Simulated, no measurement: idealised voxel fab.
Proc. module: voxel released beams
Xsec cut, 180 nm wide, square cell size 5 nm.
The cross-sections in this document take the form of a grid made of square cells. They are written out as bands, in order from top to bottom. Each band consists of one or more rows of cells. Heights first: top, then bottom, in nm. Then materials, left to right, each with a width in nm. "everywhere" on a single material: fills the band edge to edge. "empty": empty space. We count height from 0. Below that, the starting wafer is all one material. The lowest band never ends at the bottom but goes on down; see "top 0, no bottom" for how that is written. The expression "30..40" gives the width at the extremes of the band, the first number at its top row of cells and the second at its bottom row, with the width changing by equal amounts from each row to the next in between. Key: "changes: none" - step with no changed cell in the cross-section. The label "Enclosed internal voids" introduces a list of the empty spaces, 8 cells or larger, that have no open way up to the top; each entry in it reads width x height at distance, where the distance is taken from the left edge and all three are stated in nm. If you see something after the settings on a step's line, that's the simulator's own remark about that step. overlay nm: on a step with a mask, how far right of its planned place the mask lay; negative means left.
Process steps foreseen in the plan
1 RECEIVE,material Si
2 CONFORMAL_DEP,material SiN,thk nm 5
3 DIRECTIONAL_DEP,material SiO2,thk nm 10
4 DIRECTIONAL_DEP,material aC,thk nm 15
5 PATTERN,tone open,mask id ANCHOR,material resist,width nm 30,thk nm 35,overlay nm 0
6 DIRECTIONAL_ETCH,etch materials aC,depth nm 15
7 STRIP,etch materials resist
8 DIRECTIONAL_ETCH,etch materials SiO2,depth nm 10
9 STRIP,etch materials aC
10 CONFORMAL_DEP,material W,thk nm 15
11 DIRECTIONAL_DEP,material aC,thk nm 10
12 PATTERN,tone cover,mask id BEAM,material resist,width nm 100,thk nm 25,overlay nm 0
13 DIRECTIONAL_ETCH,etch materials aC,depth nm 10
14 STRIP,etch materials resist
15 DIRECTIONAL_ETCH,etch materials W,depth nm 15
16 STRIP,etch materials aC
17 STRIP,etch materials SiO2
What sets these wafers apart? The width nm at step 5. They all start alike, and the plan carries the first wafer's value.
Sectional view: first of several wafers, as received, after step 1
> top 0, no bottom: Si everywhere
> Enclosed internal voids: none
After the module's final step, step 17: the first of several wafers in cross-section
> top 30, bottom 15: 35 nm empty, 100 nm W, 45 nm empty
> top 15, bottom 5: 45 nm empty, 30 nm W, 105 nm empty
> top 5, bottom 0: SiN everywhere
> top 0, no bottom: Si everywhere
> Enclosed internal voids: none
End of module: cross-section, last of several wafers
> top 30, bottom 20: 35 nm empty, 15 nm W, 25 nm empty, 60 nm W, 45 nm empty
> top 20, bottom 15: 35 nm empty, 100 nm W, 45 nm empty
> top 15, bottom 5: 35 nm empty, 55 nm W, 90 nm empty
> top 5, bottom 0: SiN everywhere
> top 0, no bottom: Si everywhere
> Enclosed internal voids: none
End of module, by wafer: material-by-material cell gain (+) or loss (-) since receipt, then closed voids
width nm 30, +36 SiN, +72 W, Enclosed internal voids: none
width nm 35, +36 SiN, +72 W, Enclosed internal voids: none
width nm 40, +36 SiN, +72 W, Enclosed internal voids: none
width nm 45, +36 SiN, +72 W, Enclosed internal voids: none
width nm 50, +36 SiN, +72 W, Enclosed internal voids: none
width nm 55, +36 SiN, +72 W, Enclosed internal voids: none
